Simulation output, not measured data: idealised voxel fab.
Module name: voxel self aligned contacts (process module)
Displayed cross-section: cut, width of 280 nm, square cells sized 5 nm.
Format of a cross-section: grid, square cells. Given as bands. Order: top down. Band: one or more rows of cells.
In this notation a band is specified by the heights of its top and bottom, in that order and in nm, after which its materials appear from left to right, each paired with its width in nm. The word "everywhere" attached to a single material means that material fills the band from edge to edge; the word "air" stands for empty space.
Heights from 0 (as-received wafer is one material below). Bottom band endless downward, as "from 0 down".
A width such as "30->40" changes by the same amount from each row of cells to the next, from the band's top row to its bottom row.
Reading "nothing altered" for a step: not a cell of the cross-section changed in it.
Empty spaces without an open route to the top, at least 8 cells in extent, make up the entry "Enclosed cavities"; each is given as width x height at distance, where the distance is measured from the left edge, and all are in nm.
What comes after the settings on a step's line is commentary from the simulator itself on that step.
"overlay nm" on a masked step: distance the mask lay right of its planned place, negative for left.
These are the steps we planned for the process
| 1 | RECEIVE (material Si) |
| 2 | CONFORMAL_DEP (material SiO2; thk nm 5) |
| 3 | DIRECTIONAL_DEP (material polySi; thk nm 20) |
| 4 | DIRECTIONAL_DEP (material SiN; thk nm 15) |
| 5 | PATTERN (tone cover; mask id GATE; material resist; width nm 25; pitch nm 50; thk nm 20; overlay nm 0) |
| 6 | DIRECTIONAL_ETCH (etch materials SiN; depth nm 15) |
| 7 | DIRECTIONAL_ETCH (etch materials polySi; depth nm 20) |
| 8 | STRIP (etch materials resist) |
| 9 | CONFORMAL_DEP (material SiN; thk nm 5) |
| 10 | DIRECTIONAL_ETCH (etch materials SiN; depth nm 5) |
| 11 | FILL_DEP (material SiO2; thk nm 15) |
| 12 | CMP (height nm 45) |
| 13 | MASKED_ETCH (tone open; mask id CONTACT; width nm 35; etch materials SiO2; depth nm 45; overlay nm 0) |
| 14 | CONFORMAL_DEP (material TiN; thk nm 5) |
| 15 | FILL_DEP (material W; thk nm 10) |
| 16 | CMP (height nm 45) |
| 17 | CONFORMAL_DEP (material SiCN; thk nm 5) |
as received, after step 1
- from 0 down | Si everywhere
- Enclosed cavities: none
The cross-section shown corresponds to the wafer at the conclusion of the module. The initial structure and the process plan are those presented above; however, one mistake occurred in executing the plan
- from 50 to 45 | SiCN everywhere
- from 45 to 35 | 120 of SiO2, then 5->10 of TiN, then 25->15 of W, then 5->10 of TiN, then 125 of SiO2
- from 35 to 25 | 100 of SiO2, then 25 of SiN, then 5 of TiN, then 15 of W, then 5 of TiN, then 25 of SiN, then 105 of SiO2
- from 25 to 5 | 100 of SiO2, then 25 of polySi, then 5 of TiN, then 15 of W, then 5 of TiN, then 25 of polySi, then 105 of SiO2
- from 5 to 0 | 125 of SiO2, then 25 of TiN, then 130 of SiO2
- from 0 down | Si everywhere
- Enclosed cavities: none
Deviation noted in wafer processing: step 9 of the plan: omitted, not performed
